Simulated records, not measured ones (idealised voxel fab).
Title: Process Module voxel wiring stack
Xsec cut, 280 nm wide, square cell size 5 nm.
Notation: cross-section as square-cell grid; stated in bands, top first, going down; one or more cell rows per band.
Top height, bottom height, nm. Materials left to right, width each, nm. Single material + "all across" = fills band edge to edge. "blank" = empty.
The level at which height equals 0 is the one under which the wafer, as it arrives, is entirely one material. No lower edge exists for the bottom band, which continues downward and is notated as in "0 down".
Per-row width for "30..40": begins at first number (top row of band), ends at second number (bottom row), increment between rows held constant.
"nothing was modified" means the step left every cell of the cross-section as it was.
Heads up: "Cavities, closed" only lists the empty pockets with no open path to the top that are 8 cells or more, and it writes them as width x height at distance, distance from the left edge, in nm.
Text after the settings on a step's line: the simulator's own remark on that step.
On any step carrying a mask, the "overlay nm" setting, if present on the step's line, tells how far right of its planned place the mask lay; negative values point to the left.

**Intended process steps**
- 1: RECEIVE [material Si]
- 2: CONFORMAL_DEP [material SiO2] [thk nm 10]
- 3: CONFORMAL_DEP [material SiN] [thk nm 5]
- 4: DIRECTIONAL_DEP [material SiO2] [thk nm 20]
- 5: MASKED_ETCH [tone open] [mask id METAL_1] [width nm 20] [pitch nm 40] [etch materials SiO2] [depth nm 20] [overlay nm 0]
- 6: MASKED_ETCH [tone open] [mask id METAL_1] [width nm 20] [pitch nm 40] [etch materials SiN] [depth nm 5] [overlay nm 0]
- 7: CONFORMAL_DEP [material TiN] [thk nm 5]
- 8: FILL_DEP [material Ru] [thk nm 10]
- 9: CMP [height nm 35]
- 10: CONFORMAL_DEP [material SiCN] [thk nm 5]
- 11: DIRECTIONAL_DEP [material SiO2] [thk nm 15]
- 12: MASKED_ETCH [tone open] [mask id PLUG_1] [width nm 15] [pitch nm 80] [etch materials SiO2] [depth nm 15] [overlay nm 0]
- 13: MASKED_ETCH [tone open] [mask id PLUG_1] [width nm 15] [pitch nm 80] [etch materials SiCN] [depth nm 5] [overlay nm 0]
- 14: CONFORMAL_DEP [material TiN] [thk nm 5]
- 15: FILL_DEP [material W] [thk nm 5]
- 16: CMP [height nm 55]
- 17: CONFORMAL_DEP [material SiN] [thk nm 5]
- 18: DIRECTIONAL_DEP [material lowk] [thk nm 20]
- 19: MASKED_ETCH [tone open] [mask id METAL_2] [width nm 20] [pitch nm 40] [etch materials lowk] [depth nm 20] [overlay nm 0]
- 20: MASKED_ETCH [tone open] [mask id METAL_2] [width nm 20] [pitch nm 40] [etch materials SiN] [depth nm 5] [overlay nm 0]
- 21: CONFORMAL_DEP [material TiN] [thk nm 5]
- 22: FILL_DEP [material Cu] [thk nm 5]
- 23: CMP [height nm 80]
- 24: CONFORMAL_DEP [material SiCN] [thk nm 5]
- 25: DIRECTIONAL_DEP [material lowk] [thk nm 35]
- 26: MASKED_ETCH [tone open] [mask id METAL_3] [width nm 20] [pitch nm 40] [etch materials lowk] [depth nm 20] [overlay nm 0]
- 27: DIRECTIONAL_DEP [material aC] [thk nm 10]
- 28: PATTERN [tone open] [mask id METAL_3_HOLES] [material resist] [width nm 15] [pitch nm 80] [thk nm 25] [overlay nm 0]
- 29: DIRECTIONAL_ETCH [etch materials aC] [depth nm 10]
- 30: STRIP [etch materials resist]
- 31: DIRECTIONAL_ETCH [etch materials lowk] [depth nm 15]
- 32: DIRECTIONAL_ETCH [etch materials SiCN] [depth nm 5]
- 33: STRIP [etch materials aC]
- 34: CONFORMAL_DEP [material TiN] [thk nm 5]
- 35: FILL_DEP [material Cu] [thk nm 10]
- 36: CMP [height nm 120]
- 37: CONFORMAL_DEP [material SiN] [thk nm 5]

**First of two wafers, processed according to plan**

**Cross-section, incoming material, after step 1**
    0 down  Si all across
    Cavities, closed: none

**Cross-sectional representation of the wafer at the conclusion of step 2**
    10 to 0  SiO2 all across
    Note: structure below 0 unchanged.

**Cross-sectional representation of the wafer at the conclusion of step 3**
    15 to 10  SiN all across
    Note: structure below 10 unchanged.

**Cross-sectional representation of the wafer at the conclusion of step 4**
    35 to 15  SiO2 all across
    Note: structure below 15 unchanged.

**Cross-sectional representation of the wafer at the conclusion of step 5**
    35 to 15  SiO2=90 / blank=20 / SiO2=20 / blank=20 / SiO2=20 / blank=20 / SiO2=90
    Note: structure below 15 unchanged.

**Cross-sectional representation of the wafer at the conclusion of step 6**
    35 to 15  SiO2=90 / blank=20 / SiO2=20 / blank=20 / SiO2=20 / blank=20 / SiO2=90
    15 to 10  SiN=90 / blank=20 / SiN=20 / blank=20 / SiN=20 / blank=20 / SiN=90
    Note: structure below 10 unchanged.

**Cross-sectional representation of the wafer at the conclusion of step 7**
    40 to 35  TiN=95 / blank=10 / TiN=30 / blank=10 / TiN=30 / blank=10 / TiN=95
    35 to 15  SiO2=90 / TiN=5 / blank=10 / TiN=5 / SiO2=20 / TiN=5 / blank=10 / TiN=5 / SiO2=20 / TiN=5 / blank=10 / TiN=5 / SiO2=90
    15 to 10  SiN=90 / TiN=20 / SiN=20 / TiN=20 / SiN=20 / TiN=20 / SiN=90
    Note: structure below 10 unchanged.

**Cross-sectional representation of the wafer at the conclusion of step 8**
    50 to 40  Ru all across
    40 to 35  TiN=95 / Ru=10 / TiN=30 / Ru=10 / TiN=30 / Ru=10 / TiN=95
    35 to 15  SiO2=90 / TiN=5 / Ru=10 / TiN=5 / SiO2=20 / TiN=5 / Ru=10 / TiN=5 / SiO2=20 / TiN=5 / Ru=10 / TiN=5 / SiO2=90
    Note: structure below 15 unchanged.

**Cross-sectional representation of the wafer at the conclusion of step 9**
    35 to 15  SiO2=90 / TiN=5 / Ru=10 / TiN=5 / SiO2=20 / TiN=5 / Ru=10 / TiN=5 / SiO2=20 / TiN=5 / Ru=10 / TiN=5 / SiO2=90
    Note: structure below 15 unchanged.

**Cross-sectional representation of the wafer at the conclusion of step 10**
    40 to 35  SiCN all across
    Note: structure below 35 unchanged.

**Cross-sectional representation of the wafer at the conclusion of step 11**
    55 to 40  SiO2 all across
    Note: structure below 40 unchanged.

**Cross-sectional representation of the wafer at the conclusion of step 12**
    55 to 40  SiO2=90 / blank=15 / SiO2=65 / blank=15 / SiO2=95
    Note: structure below 40 unchanged.

**Cross-sectional representation of the wafer at the conclusion of step 13**
    55 to 40  SiO2=90 / blank=15 / SiO2=65 / blank=15 / SiO2=95
    40 to 35  SiCN=90 / blank=15 / SiCN=65 / blank=15 / SiCN=95
    Note: structure below 35 unchanged.

**Cross-sectional representation of the wafer at the conclusion of step 14**
    60 to 55  TiN=95 / blank=5 / TiN=75 / blank=5 / TiN=100
    55 to 40  SiO2=90 / TiN=5 / blank=5 / TiN=5 / SiO2=65 / TiN=5 / blank=5 / TiN=5 / SiO2=95
    40 to 35  SiCN=90 / TiN=15 / SiCN=65 / TiN=15 / SiCN=95
    Note: structure below 35 unchanged.

**Cross-sectional representation of the wafer at the conclusion of step 15**
    65 to 60  W all across
    60 to 55  TiN=95 / W=5 / TiN=75 / W=5 / TiN=100
    55 to 40  SiO2=90 / TiN=5 / W=5 / TiN=5 / SiO2=65 / TiN=5 / W=5 / TiN=5 / SiO2=95
    Note: structure below 40 unchanged.

**Cross-sectional representation of the wafer at the conclusion of step 16**
    55 to 40  SiO2=90 / TiN=5 / W=5 / TiN=5 / SiO2=65 / TiN=5 / W=5 / TiN=5 / SiO2=95
    Note: structure below 40 unchanged.

**Cross-sectional representation of the wafer at the conclusion of step 17**
    60 to 55  SiN all across
    Note: structure below 55 unchanged.

**Cross-sectional representation of the wafer at the conclusion of step 18**
    80 to 60  lowk all across
    Note: structure below 60 unchanged.

**Cross-sectional representation of the wafer at the conclusion of step 19**
    80 to 60  lowk=90 / blank=20 / lowk=20 / blank=20 / lowk=20 / blank=20 / lowk=90
    Note: structure below 60 unchanged.

**Cross-sectional representation of the wafer at the conclusion of step 20**
    80 to 60  lowk=90 / blank=20 / lowk=20 / blank=20 / lowk=20 / blank=20 / lowk=90
    60 to 55  SiN=90 / blank=20 / SiN=20 / blank=20 / SiN=20 / blank=20 / SiN=90
    Note: structure below 55 unchanged.

**Cross-sectional representation of the wafer at the conclusion of step 21**
    85 to 80  TiN=95 / blank=10 / TiN=30 / blank=10 / TiN=30 / blank=10 / TiN=95
    80 to 60  lowk=90 / TiN=5 / blank=10 / TiN=5 / lowk=20 / TiN=5 / blank=10 / TiN=5 / lowk=20 / TiN=5 / blank=10 / TiN=5 / lowk=90
    60 to 55  SiN=90 / TiN=20 / SiN=20 / TiN=20 / SiN=20 / TiN=20 / SiN=90
    Note: structure below 55 unchanged.

**Cross-sectional representation of the wafer at the conclusion of step 22**
    90 to 85  Cu all across
    85 to 80  TiN=95 / Cu=10 / TiN=30 / Cu=10 / TiN=30 / Cu=10 / TiN=95
    80 to 60  lowk=90 / TiN=5 / Cu=10 / TiN=5 / lowk=20 / TiN=5 / Cu=10 / TiN=5 / lowk=20 / TiN=5 / Cu=10 / TiN=5 / lowk=90
    Note: structure below 60 unchanged.

**Cross-sectional representation of the wafer at the conclusion of step 23**
    80 to 60  lowk=90 / TiN=5 / Cu=10 / TiN=5 / lowk=20 / TiN=5 / Cu=10 / TiN=5 / lowk=20 / TiN=5 / Cu=10 / TiN=5 / lowk=90
    Note: structure below 60 unchanged.

**Cross-sectional representation of the wafer at the conclusion of step 24**
    85 to 80  SiCN all across
    Note: structure below 80 unchanged.

**Cross-sectional representation of the wafer at the conclusion of step 25**
    120 to 85  lowk all across
    Note: structure below 85 unchanged.

**Cross-sectional representation of the wafer at the conclusion of step 26**
    120 to 100  lowk=90 / blank=20 / lowk=20 / blank=20 / lowk=20 / blank=20 / lowk=90
    Note: structure below 100 unchanged.

**Cross-sectional representation of the wafer at the conclusion of step 27**
    130 to 120  aC=90 / blank=20 / aC=20 / blank=20 / aC=20 / blank=20 / aC=90
    120 to 110  lowk=90 / blank=20 / lowk=20 / blank=20 / lowk=20 / blank=20 / lowk=90
    110 to 100  lowk=90 / aC=20 / lowk=20 / aC=20 / lowk=20 / aC=20 / lowk=90
    Note: structure below 100 unchanged.

**Cross-sectional representation of the wafer at the conclusion of step 28**
    155 to 130  resist=90 / blank=15 / resist=65 / blank=15 / resist=95
    130 to 120  aC=90 / blank=15 / resist=5 / aC=20 / resist=20 / aC=20 / blank=15 / resist=5 / aC=90
    120 to 110  lowk=90 / blank=15 / resist=5 / lowk=20 / resist=20 / lowk=20 / blank=15 / resist=5 / lowk=90
    Note: structure below 110 unchanged.

**Cross-sectional representation of the wafer at the conclusion of step 29**
    145 to 130  resist=90 / blank=15 / resist=65 / blank=15 / resist=95
    130 to 120  aC=90 / blank=15 / resist=5 / aC=20 / resist=20 / aC=20 / blank=15 / resist=5 / aC=90
    120 to 110  lowk=90 / blank=15 / resist=5 / lowk=20 / resist=20 / lowk=20 / blank=15 / resist=5 / lowk=90
    110 to 100  lowk=90 / blank=15 / aC=5 / lowk=20 / aC=20 / lowk=20 / blank=15 / aC=5 / lowk=90
    Note: structure below 100 unchanged.

**Cross-sectional representation of the wafer at the conclusion of step 30**
    130 to 120  aC=90 / blank=20 / aC=20 / blank=20 / aC=20 / blank=20 / aC=90
    120 to 110  lowk=90 / blank=20 / lowk=20 / blank=20 / lowk=20 / blank=20 / lowk=90
    Note: structure below 110 unchanged.

**Cross-sectional representation of the wafer at the conclusion of step 31**
    130 to 120  aC=90 / blank=20 / aC=20 / blank=20 / aC=20 / blank=20 / aC=90
    120 to 110  lowk=90 / blank=20 / lowk=20 / blank=20 / lowk=20 / blank=20 / lowk=90
    110 to 100  lowk=90 / blank=15 / aC=5 / lowk=20 / aC=20 / lowk=20 / blank=15 / aC=5 / lowk=90
    100 to 85  lowk=90 / blank=15 / lowk=65 / blank=15 / lowk=95
    Note: structure below 85 unchanged.

**Cross-sectional representation of the wafer at the conclusion of step 32**
    130 to 120  aC=90 / blank=20 / aC=20 / blank=20 / aC=20 / blank=20 / aC=90
    120 to 110  lowk=90 / blank=20 / lowk=20 / blank=20 / lowk=20 / blank=20 / lowk=90
    110 to 100  lowk=90 / blank=15 / aC=5 / lowk=20 / aC=20 / lowk=20 / blank=15 / aC=5 / lowk=90
    100 to 85  lowk=90 / blank=15 / lowk=65 / blank=15 / lowk=95
    85 to 80  SiCN=90 / blank=15 / SiCN=65 / blank=15 / SiCN=95
    Note: structure below 80 unchanged.

**Cross-sectional representation of the wafer at the conclusion of step 33**
    120 to 100  lowk=90 / blank=20 / lowk=20 / blank=20 / lowk=20 / blank=20 / lowk=90
    Note: structure below 100 unchanged.

**Cross-sectional representation of the wafer at the conclusion of step 34**
    125 to 120  TiN=95 / blank=10 / TiN=30 / blank=10 / TiN=30 / blank=10 / TiN=95
    120 to 105  lowk=90 / TiN=5 / blank=10 / TiN=5 / lowk=20 / TiN=5 / blank=10 / TiN=5 / lowk=20 / TiN=5 / blank=10 / TiN=5 / lowk=90
    105 to 100  lowk=90 / TiN=5 / blank=5 / TiN=10 / lowk=20 / TiN=20 / lowk=20 / TiN=5 / blank=5 / TiN=10 / lowk=90
    100 to 85  lowk=90 / TiN=5 / blank=5 / TiN=5 / lowk=65 / TiN=5 / blank=5 / TiN=5 / lowk=95
    85 to 80  SiCN=90 / TiN=15 / SiCN=65 / TiN=15 / SiCN=95
    Note: structure below 80 unchanged.

**Cross-sectional representation of the wafer at the conclusion of step 35**
    135 to 125  Cu all across
    125 to 120  TiN=95 / Cu=10 / TiN=30 / Cu=10 / TiN=30 / Cu=10 / TiN=95
    120 to 105  lowk=90 / TiN=5 / Cu=10 / TiN=5 / lowk=20 / TiN=5 / Cu=10 / TiN=5 / lowk=20 / TiN=5 / Cu=10 / TiN=5 / lowk=90
    105 to 100  lowk=90 / TiN=5 / Cu=5 / TiN=10 / lowk=20 / TiN=20 / lowk=20 / TiN=5 / Cu=5 / TiN=10 / lowk=90
    100 to 85  lowk=90 / TiN=5 / Cu=5 / TiN=5 / lowk=65 / TiN=5 / Cu=5 / TiN=5 / lowk=95
    Note: structure below 85 unchanged.

**Cross-sectional representation of the wafer at the conclusion of step 36**
    120 to 105  lowk=90 / TiN=5 / Cu=10 / TiN=5 / lowk=20 / TiN=5 / Cu=10 / TiN=5 / lowk=20 / TiN=5 / Cu=10 / TiN=5 / lowk=90
    Note: structure below 105 unchanged.

**Cross-sectional representation of the wafer at the conclusion of step 37**
    125 to 120  SiN all across
    Note: structure below 120 unchanged.

**Second of two: same start, same plan, one run error; steps up to and including 19 match the first**

**Cross-section of the second wafer at the time by which step 20 should have been completed according to the plan**
    80 to 60  lowk=90 / blank=20 / lowk=20 / blank=20 / lowk=20 / blank=20 / lowk=90
    60 to 55  SiN=90 / blank=10 / SiN=30 / blank=10 / SiN=30 / blank=10 / SiN=100
    Note: structure below 55 unchanged.

**Cross-section of the second wafer at the time by which step 21 should have been completed according to the plan**
    85 to 80  TiN=95 / blank=10 / TiN=30 / blank=10 / TiN=30 / blank=10 / TiN=95
    80 to 65  lowk=90 / TiN=5 / blank=10 / TiN=5 / lowk=20 / TiN=5 / blank=10 / TiN=5 / lowk=20 / TiN=5 / blank=10 / TiN=5 / lowk=90
    65 to 60  lowk=90 / TiN=20 / lowk=20 / TiN=20 / lowk=20 / TiN=20 / lowk=90
    60 to 55  SiN=90 / TiN=10 / SiN=30 / TiN=10 / SiN=30 / TiN=10 / SiN=100
    Note: structure below 55 unchanged.

**Cross-section of the second wafer at the time by which step 22 should have been completed according to the plan**
    90 to 85  Cu all across
    85 to 80  TiN=95 / Cu=10 / TiN=30 / Cu=10 / TiN=30 / Cu=10 / TiN=95
    80 to 65  lowk=90 / TiN=5 / Cu=10 / TiN=5 / lowk=20 / TiN=5 / Cu=10 / TiN=5 / lowk=20 / TiN=5 / Cu=10 / TiN=5 / lowk=90
    Note: structure below 65 unchanged.

**Cross-section of the second wafer at the time by which step 23 should have been completed according to the plan**
    80 to 65  lowk=90 / TiN=5 / Cu=10 / TiN=5 / lowk=20 / TiN=5 / Cu=10 / TiN=5 / lowk=20 / TiN=5 / Cu=10 / TiN=5 / lowk=90
    Note: structure below 65 unchanged.

**Cross-section of the second wafer at the time by which step 24 should have been completed according to the plan**
    85 to 80  SiCN all across
    Note: structure below 80 unchanged.

**Cross-section of the second wafer at the time by which step 25 should have been completed according to the plan**
    120 to 85  lowk all across
    Note: structure below 85 unchanged.

**Cross-section of the second wafer at the time by which step 26 should have been completed according to the plan**
    120 to 100  lowk=90 / blank=20 / lowk=20 / blank=20 / lowk=20 / blank=20 / lowk=90
    Note: structure below 100 unchanged.

**Cross-section of the second wafer at the time by which step 27 should have been completed according to the plan**
    130 to 120  aC=90 / blank=20 / aC=20 / blank=20 / aC=20 / blank=20 / aC=90
    120 to 110  lowk=90 / blank=20 / lowk=20 / blank=20 / lowk=20 / blank=20 / lowk=90
    110 to 100  lowk=90 / aC=20 / lowk=20 / aC=20 / lowk=20 / aC=20 / lowk=90
    Note: structure below 100 unchanged.

**Cross-section of the second wafer at the time by which step 28 should have been completed according to the plan**
    155 to 130  resist=90 / blank=15 / resist=65 / blank=15 / resist=95
    130 to 120  aC=90 / blank=15 / resist=5 / aC=20 / resist=20 / aC=20 / blank=15 / resist=5 / aC=90
    120 to 110  lowk=90 / blank=15 / resist=5 / lowk=20 / resist=20 / lowk=20 / blank=15 / resist=5 / lowk=90
    Note: structure below 110 unchanged.

**Cross-section of the second wafer at the time by which step 29 should have been completed according to the plan**
    145 to 130  resist=90 / blank=15 / resist=65 / blank=15 / resist=95
    130 to 120  aC=90 / blank=15 / resist=5 / aC=20 / resist=20 / aC=20 / blank=15 / resist=5 / aC=90
    120 to 110  lowk=90 / blank=15 / resist=5 / lowk=20 / resist=20 / lowk=20 / blank=15 / resist=5 / lowk=90
    110 to 100  lowk=90 / blank=15 / aC=5 / lowk=20 / aC=20 / lowk=20 / blank=15 / aC=5 / lowk=90
    Note: structure below 100 unchanged.

**Cross-section of the second wafer at the time by which step 30 should have been completed according to the plan**
    130 to 120  aC=90 / blank=20 / aC=20 / blank=20 / aC=20 / blank=20 / aC=90
    120 to 110  lowk=90 / blank=20 / lowk=20 / blank=20 / lowk=20 / blank=20 / lowk=90
    Note: structure below 110 unchanged.

**Cross-section of the second wafer at the time by which step 31 should have been completed according to the plan**
    130 to 120  aC=90 / blank=20 / aC=20 / blank=20 / aC=20 / blank=20 / aC=90
    120 to 110  lowk=90 / blank=20 / lowk=20 / blank=20 / lowk=20 / blank=20 / lowk=90
    110 to 100  lowk=90 / blank=15 / aC=5 / lowk=20 / aC=20 / lowk=20 / blank=15 / aC=5 / lowk=90
    100 to 85  lowk=90 / blank=15 / lowk=65 / blank=15 / lowk=95
    Note: structure below 85 unchanged.

**Cross-section of the second wafer at the time by which step 32 should have been completed according to the plan**
    130 to 120  aC=90 / blank=20 / aC=20 / blank=20 / aC=20 / blank=20 / aC=90
    120 to 110  lowk=90 / blank=20 / lowk=20 / blank=20 / lowk=20 / blank=20 / lowk=90
    110 to 100  lowk=90 / blank=15 / aC=5 / lowk=20 / aC=20 / lowk=20 / blank=15 / aC=5 / lowk=90
    100 to 85  lowk=90 / blank=15 / lowk=65 / blank=15 / lowk=95
    85 to 80  SiCN=90 / blank=15 / SiCN=65 / blank=15 / SiCN=95
    Note: structure below 80 unchanged.

**Cross-section of the second wafer at the time by which step 33 should have been completed according to the plan**
    120 to 100  lowk=90 / blank=20 / lowk=20 / blank=20 / lowk=20 / blank=20 / lowk=90
    Note: structure below 100 unchanged.

**Cross-section of the second wafer at the time by which step 34 should have been completed according to the plan**
    125 to 120  TiN=95 / blank=10 / TiN=30 / blank=10 / TiN=30 / blank=10 / TiN=95
    120 to 105  lowk=90 / TiN=5 / blank=10 / TiN=5 / lowk=20 / TiN=5 / blank=10 / TiN=5 / lowk=20 / TiN=5 / blank=10 / TiN=5 / lowk=90
    105 to 100  lowk=90 / TiN=5 / blank=5 / TiN=10 / lowk=20 / TiN=20 / lowk=20 / TiN=5 / blank=5 / TiN=10 / lowk=90
    100 to 85  lowk=90 / TiN=5 / blank=5 / TiN=5 / lowk=65 / TiN=5 / blank=5 / TiN=5 / lowk=95
    85 to 80  SiCN=90 / TiN=15 / SiCN=65 / TiN=15 / SiCN=95
    Note: structure below 80 unchanged.

**Cross-section of the second wafer at the time by which step 35 should have been completed according to the plan**
    135 to 125  Cu all across
    125 to 120  TiN=95 / Cu=10 / TiN=30 / Cu=10 / TiN=30 / Cu=10 / TiN=95
    120 to 105  lowk=90 / TiN=5 / Cu=10 / TiN=5 / lowk=20 / TiN=5 / Cu=10 / TiN=5 / lowk=20 / TiN=5 / Cu=10 / TiN=5 / lowk=90
    105 to 100  lowk=90 / TiN=5 / Cu=5 / TiN=10 / lowk=20 / TiN=20 / lowk=20 / TiN=5 / Cu=5 / TiN=10 / lowk=90
    100 to 85  lowk=90 / TiN=5 / Cu=5 / TiN=5 / lowk=65 / TiN=5 / Cu=5 / TiN=5 / lowk=95
    Note: structure below 85 unchanged.

**Cross-section of the second wafer at the time by which step 36 should have been completed according to the plan**
    120 to 105  lowk=90 / TiN=5 / Cu=10 / TiN=5 / lowk=20 / TiN=5 / Cu=10 / TiN=5 / lowk=20 / TiN=5 / Cu=10 / TiN=5 / lowk=90
    Note: structure below 105 unchanged.

**Cross-section of the second wafer at the time by which step 37 should have been completed according to the plan**
    125 to 120  SiN all across
    Note: structure below 120 unchanged.
The plan and the run diverged here: step 20 went in with a setting other than planned; the actual run was MASKED_ETCH [tone open] [mask id METAL_2] [width nm 20] [pitch nm 40] [etch materials SiN] [depth nm 5] [overlay nm -10]
End check, counted in cells, second wafer has more or fewer of these materials than the first: -6 Cu, +6 SiN
